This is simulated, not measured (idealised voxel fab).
process module | voxel ribs on slabs
cross-section cut | 275 nm wide | cells 5 nm
A cross-section is a grid of square cells, given in bands from the top down. A band is one or more rows of cells.
Each band's line starts with the height of the band's top and of its bottom, in nm. Then come its materials from left to right, each with its width in nm. One material with "throughout" fills the band from edge to edge. "air" is empty space.
Height 0 is the level under which the wafer as received is all one material. The lowest band goes on downwards, as in "0 down".
A width such as "30 to 40" changes by the same amount from each row of cells to the next, from the band's top row to its bottom row.
"no change" after a step means that no cell of the cross-section changed.
closed voids: empty space of 8 cells or more with no open way to the top, each as width x height at its distance from the left edge, in nm
after a step's settings: what the simulator itself notes on the step
overlay nm, on a step with a mask: how far to the right of its planned place the mask lay; to the left if negative
plan
1 op RECEIVE | material Si
2 op DIRECTIONAL_DEP | material SiO2 | thk nm 25
3 op DIRECTIONAL_DEP | material SiN | thk nm 15
4 op MASKED_ETCH | tone cover | mask id RIB | width nm 25 | etch materials SiN | depth nm 5 | overlay nm 0
5 op DIRECTIONAL_DEP | material aC | thk nm 15
6 op PATTERN | tone cover | mask id SLAB | material resist | width nm 55 | thk nm 35 | overlay nm 0
7 op DIRECTIONAL_ETCH | etch materials aC | depth nm 15
8 op STRIP | etch materials resist
9 op DIRECTIONAL_ETCH | etch materials SiN | depth nm 10
10 op STRIP | etch materials aC
11 op FILL_DEP | material SiO2 | thk nm 15
12 op CMP | height nm 50
13 op DIRECTIONAL_DEP | material W | thk nm 5
14 op PATTERN | tone cover | mask id HEATER | material resist | width nm 35 | thk nm 20 | overlay nm 0
15 op DIRECTIONAL_ETCH | etch materials W | depth nm 10
16 op STRIP | etch materials resist
17 op CONFORMAL_DEP | material SiN | thk nm 10
varied across the wafers: thk nm of step 13. The plan shows the first wafer's value. All wafers start alike
first wafer as received, after step 1
  0 down: Si throughout
  closed voids: none
first wafer at the end, after step 17
  65 to 60: air 110 | SiN 55 | air 110
  60 to 55: SiN throughout
  55 to 50: SiN 120 | W 35 | SiN 120
  50 to 40: SiO2 throughout
  40 to 35: SiO2 125 | SiN 25 | SiO2 125
  35 to 25: SiO2 110 | SiN 55 | SiO2 110
  25 to 0: SiO2 throughout
  0 down: Si throughout
  closed voids: none
last wafer at the end
  85 to 75: air 110 | SiN 55 | air 110
  75 to 65: SiN 120 | W 35 | SiN 120
  65 to 50: W throughout
  50 to 40: SiO2 throughout
  40 to 35: SiO2 125 | SiN 25 | SiO2 125
  35 to 25: SiO2 110 | SiN 55 | SiO2 110
  25 to 0: SiO2 throughout
  0 down: Si throughout
  closed voids: none
each wafer at the end: cells of each material gained (+) or lost (-) since it was received, then its closed voids
thk nm 5 | +141 SiN | +523 SiO2 | +7 W | closed voids: none
thk nm 10 | +145 SiN | +523 SiO2 | +14 W | closed voids: none
thk nm 15 | +145 SiN | +523 SiO2 | +69 W | closed voids: none
thk nm 20 | +145 SiN | +523 SiO2 | +124 W | closed voids: none
thk nm 25 | +145 SiN | +523 SiO2 | +179 W | closed voids: none
